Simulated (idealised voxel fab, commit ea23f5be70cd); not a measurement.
process module | voxel ribs on slabs
cross-section cut | 265 nm wide | cells 5 nm
A cross-section is a grid of square cells, given in bands from the top down. A band is one or more rows of cells.
Each band's line starts with the height of the band's top and of its bottom, in nm. Then come its materials from left to right, each with its width in nm. One material with "throughout" fills the band from edge to edge. "air" is empty space.
Height 0 is the level under which the wafer as received is all one material. The lowest band goes on downwards, as in "0 down".
A width such as "30 to 40" changes by the same amount from each row of cells to the next, from the band's top row to its bottom row.
"no change" after a step means that no cell of the cross-section changed.
closed voids: empty space of 8 cells or more with no open way to the top, each as width x height at its distance from the left edge, in nm
after a step's settings: what the simulator itself notes on the step
overlay nm, on a step with a mask: how far to the right of its planned place the mask lay; to the left if negative
plan
1 op RECEIVE | material Si
2 op DIRECTIONAL_DEP | material SiO2 | thk nm 20
3 op DIRECTIONAL_DEP | material polySi | thk nm 20
4 op DIRECTIONAL_DEP | material aC | thk nm 5
5 op PATTERN | tone cover | mask id RIB | material resist | width nm 20 | thk nm 30 | overlay nm 0
6 op DIRECTIONAL_ETCH | etch materials aC | depth nm 15
7 op STRIP | etch materials resist
8 op DIRECTIONAL_ETCH | etch materials polySi | depth nm 10
9 op STRIP | etch materials aC
10 op MASKED_ETCH | tone cover | mask id SLAB | width nm 50 | etch materials polySi | depth nm 10 | overlay nm 0
11 op FILL_DEP | material SiO2 | thk nm 15
12 op CMP | height nm 50
13 op DIRECTIONAL_DEP | material W | thk nm 10
14 op MASKED_ETCH | tone cover | mask id HEATER | width nm 30 | etch materials W | depth nm 10 | overlay nm 0
15 op CONFORMAL_DEP | material SiN | thk nm 5
varied across the wafers: thk nm of step 4. The plan shows the first wafer's value. All wafers start alike
first wafer as received, after step 1
  0 down: Si throughout
  closed voids: none
first wafer at the end, after step 15
  65 to 60: air 110 | SiN 40 | air 115
  60 to 55: air 110 | SiN 5 | W 30 | SiN 5 | air 115
  55 to 50: SiN 115 | W 30 | SiN 120
  50 to 40: SiO2 throughout
  40 to 30: SiO2 120 | polySi 20 | SiO2 125
  30 to 20: SiO2 105 | polySi 50 | SiO2 110
  20 to 0: SiO2 throughout
  0 down: Si throughout
  closed voids: none
last wafer at the end
  65 to 60: air 110 | SiN 40 | air 115
  60 to 55: air 110 | SiN 5 | W 30 | SiN 5 | air 115
  55 to 50: SiN 115 | W 30 | SiN 120
  50 to 40: SiO2 throughout
  40 to 30: SiO2 105 | polySi 50 | SiO2 110
  30 to 20: polySi throughout
  20 to 0: SiO2 throughout
  0 down: Si throughout
  closed voids: none
each wafer at the end: cells of each material gained (+) or lost (-) since it was received, then its closed voids
thk nm 5 | +57 SiN | +502 SiO2 | +12 W | +28 polySi | closed voids: none
thk nm 10 | +57 SiN | +502 SiO2 | +12 W | +28 polySi | closed voids: none
thk nm 15 | +57 SiN | +502 SiO2 | +12 W | +28 polySi | closed voids: none
thk nm 20 | +57 SiN | +404 SiO2 | +12 W | +126 polySi | closed voids: none
thk nm 25 | +57 SiN | +404 SiO2 | +12 W | +126 polySi | closed voids: none
thk nm 30 | +57 SiN | +404 SiO2 | +12 W | +126 polySi | closed voids: none
